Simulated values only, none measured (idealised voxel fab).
Presented below is a process module, voxel air gaps.
Shown is cross-section cut, with a width of 190 nm and square cells of size 5 nm.
A cross-section is written here as square cells arranged in a grid, and it is given in bands from the top down, each band taking up one or more rows of cells.
In this notation a band is specified by the heights of its top and bottom, in that order and in nm, after which its materials appear from left to right, each paired with its width in nm. The word "everywhere" attached to a single material means that material fills the band from edge to edge; the word "air" stands for empty space.
Beneath 0, the wafer as received is one material, and that level is where height counting begins. The lowest band goes on downward without a bottom; it is written like "0 down".
Width spec "30..40" -> top row of cells at first value, bottom row at second value, equal per-row change in between.
Any step labelled "same as before" changed none of the cells in the cross-section.
"Enclosed internal cavities" contains a list of empty spaces, each no smaller than 8 cells and without an open way to the top, written in the form width x height at distance with the distance from the left edge and all three in nm.
Text after the settings on a step's line: the simulator's own remark on that step.
On any step carrying a mask, the "overlay nm" setting, if present on the step's line, tells how far right of its planned place the mask lay; negative values point to the left.

STEPS IN THE PROCESS PLAN
step 1: RECEIVE | material Si
step 2: CONFORMAL_DEP | material SiO2 | thk nm 15
step 3: CONFORMAL_DEP | material SiCN | thk nm 5
step 4: DIRECTIONAL_DEP | material SiO2 | thk nm 30
step 5: PATTERN | tone open | mask id LINES | material resist | width nm 15 | pitch nm 45 | thk nm 20 | overlay nm 0
step 6: DIRECTIONAL_ETCH | etch materials SiO2 | depth nm 30
step 7: STRIP | etch materials resist
step 8: CONFORMAL_DEP | material TiN | thk nm 5
step 9: FILL_DEP | material W | thk nm 5
step 10: CMP | height nm 50
step 11: EPI | material Ru | thk nm 10
step 12: SELECTIVE_ETCH | etch materials SiO2 | depth nm 40
step 13: CONFORMAL_DEP | material SiCN | thk nm 5

THE FIRST OF A SET OF TWO WAFERS, RUN TO PLAN

CROSS-SECTION OF THE INCOMING WAFER, STATE AFTER STEP 1
  0 down | Si everywhere
  Enclosed internal cavities: none

WAFER XSEC, POST STEP 2
  15 to 0 | SiO2 everywhere
  below 0: unchanged

WAFER XSEC, POST STEP 3
  20 to 15 | SiCN everywhere
  below 15: unchanged

WAFER XSEC, POST STEP 4
  50 to 20 | SiO2 everywhere
  below 20: unchanged

WAFER XSEC, POST STEP 5
  70 to 50 | resist=40, then air=15, then resist=30, then air=15, then resist=30, then air=15, then resist=45
  below 50: unchanged

WAFER XSEC, POST STEP 6
  70 to 50 | resist=40, then air=15, then resist=30, then air=15, then resist=30, then air=15, then resist=45
  50 to 20 | SiO2=40, then air=15, then SiO2=30, then air=15, then SiO2=30, then air=15, then SiO2=45
  below 20: unchanged

WAFER XSEC, POST STEP 7
  50 to 20 | SiO2=40, then air=15, then SiO2=30, then air=15, then SiO2=30, then air=15, then SiO2=45
  below 20: unchanged

WAFER XSEC, POST STEP 8
  55 to 50 | TiN=45, then air=5, then TiN=40, then air=5, then TiN=40, then air=5, then TiN=50
  50 to 25 | SiO2=40, then TiN=5, then air=5, then TiN=5, then SiO2=30, then TiN=5, then air=5, then TiN=5, then SiO2=30, then TiN=5, then air=5, then TiN=5, then SiO2=45
  25 to 20 | SiO2=40, then TiN=15, then SiO2=30, then TiN=15, then SiO2=30, then TiN=15, then SiO2=45
  below 20: unchanged

WAFER XSEC, POST STEP 9
  60 to 55 | W everywhere
  55 to 50 | TiN=45, then W=5, then TiN=40, then W=5, then TiN=40, then W=5, then TiN=50
  50 to 25 | SiO2=40, then TiN=5, then W=5, then TiN=5, then SiO2=30, then TiN=5, then W=5, then TiN=5, then SiO2=30, then TiN=5, then W=5, then TiN=5, then SiO2=45
  below 25: unchanged

WAFER XSEC, POST STEP 10
  50 to 25 | SiO2=40, then TiN=5, then W=5, then TiN=5, then SiO2=30, then TiN=5, then W=5, then TiN=5, then SiO2=30, then TiN=5, then W=5, then TiN=5, then SiO2=45
  below 25: unchanged

WAFER XSEC, POST STEP 11
  60 to 50 | air=30, then Ru=35, then air=10, then Ru=35, then air=10, then Ru=35, then air=35
  below 50: unchanged

WAFER XSEC, POST STEP 12
  60 to 50 | air=30, then Ru=35, then air=10, then Ru=35, then air=10, then Ru=35, then air=35
  50 to 25 | air=40, then TiN=5, then W=5, then TiN=5, then air=30, then TiN=5, then W=5, then TiN=5, then air=30, then TiN=5, then W=5, then TiN=5, then air=45
  25 to 20 | air=40, then TiN=15, then air=30, then TiN=15, then air=30, then TiN=15, then air=45
  below 20: unchanged

WAFER XSEC, POST STEP 13
  65 to 60 | air=25, then SiCN=135, then air=30
  60 to 50 | air=25, then SiCN=5, then Ru=35, then SiCN=10, then Ru=35, then SiCN=10, then Ru=35, then SiCN=5, then air=30
  50 to 45 | air=25, then SiCN=15, then TiN=5, then W=5, then TiN=5, then SiCN=30, then TiN=5, then W=5, then TiN=5, then SiCN=30, then TiN=5, then W=5, then TiN=5, then SiCN=15, then air=30
  45 to 25 | air=35, then SiCN=5, then TiN=5, then W=5, then TiN=5, then SiCN=5, then air=20, then SiCN=5, then TiN=5, then W=5, then TiN=5, then SiCN=5, then air=20, then SiCN=5, then TiN=5, then W=5, then TiN=5, then SiCN=5, then air=40
  25 to 20 | SiCN=40, then TiN=15, then SiCN=30, then TiN=15, then SiCN=30, then TiN=15, then SiCN=45
  below 20: unchanged
  Enclosed internal cavities: 20 x 20 at 60; 20 x 20 at 105

THE SECOND WAFER: COMMON ORIGIN AND PLAN, ONE MISTAKE IN EXECUTION, IDENTICAL TO THE FIRST THROUGH STEP 4

WHEN STEP 5 SHOULD HAVE ENDED
  70 to 50 | air=40, then resist=15, then air=30, then resist=15, then air=30, then resist=15, then air=45
  below 50: unchanged

WHEN STEP 6 SHOULD HAVE ENDED
  70 to 50 | air=40, then resist=15, then air=30, then resist=15, then air=30, then resist=15, then air=45
  50 to 20 | air=40, then SiO2=15, then air=30, then SiO2=15, then air=30, then SiO2=15, then air=45
  below 20: unchanged

WHEN STEP 7 SHOULD HAVE ENDED
  50 to 20 | air=40, then SiO2=15, then air=30, then SiO2=15, then air=30, then SiO2=15, then air=45
  below 20: unchanged

WHEN STEP 8 SHOULD HAVE ENDED
  55 to 50 | air=35, then TiN=25, then air=20, then TiN=25, then air=20, then TiN=25, then air=40
  50 to 25 | air=35, then TiN=5, then SiO2=15, then TiN=5, then air=20, then TiN=5, then SiO2=15, then TiN=5, then air=20, then TiN=5, then SiO2=15, then TiN=5, then air=40
  25 to 20 | TiN=40, then SiO2=15, then TiN=30, then SiO2=15, then TiN=30, then SiO2=15, then TiN=45
  below 20: unchanged

WHEN STEP 9 SHOULD HAVE ENDED
  60 to 55 | W everywhere
  55 to 50 | W=35, then TiN=25, then W=20, then TiN=25, then W=20, then TiN=25, then W=40
  50 to 25 | W=35, then TiN=5, then SiO2=15, then TiN=5, then W=20, then TiN=5, then SiO2=15, then TiN=5, then W=20, then TiN=5, then SiO2=15, then TiN=5, then W=40
  below 25: unchanged

WHEN STEP 10 SHOULD HAVE ENDED
  50 to 25 | W=35, then TiN=5, then SiO2=15, then TiN=5, then W=20, then TiN=5, then SiO2=15, then TiN=5, then W=20, then TiN=5, then SiO2=15, then TiN=5, then W=40
  below 25: unchanged

WHEN STEP 11 SHOULD HAVE ENDED
  60 to 50 | Ru everywhere
  below 50: unchanged

when step 12 should have ended: same as before

WHEN STEP 13 SHOULD HAVE ENDED
  65 to 60 | SiCN everywhere
  below 60: unchanged
Processing error: step 5 went in with a setting other than planned; the actual run was PATTERN | tone cover | mask id LINES | material resist | width nm 15 | pitch nm 45 | thk nm 20 | overlay nm 0
Wafer comparison, final, in cells, second relative to first, materials more or fewer: Ru: 34 more, SiCN: 72 fewer, SiO2: 54 more, TiN: 20 more, W: 100 more
Wafer, first: 2 closed voids at end. Wafer, second: 0.
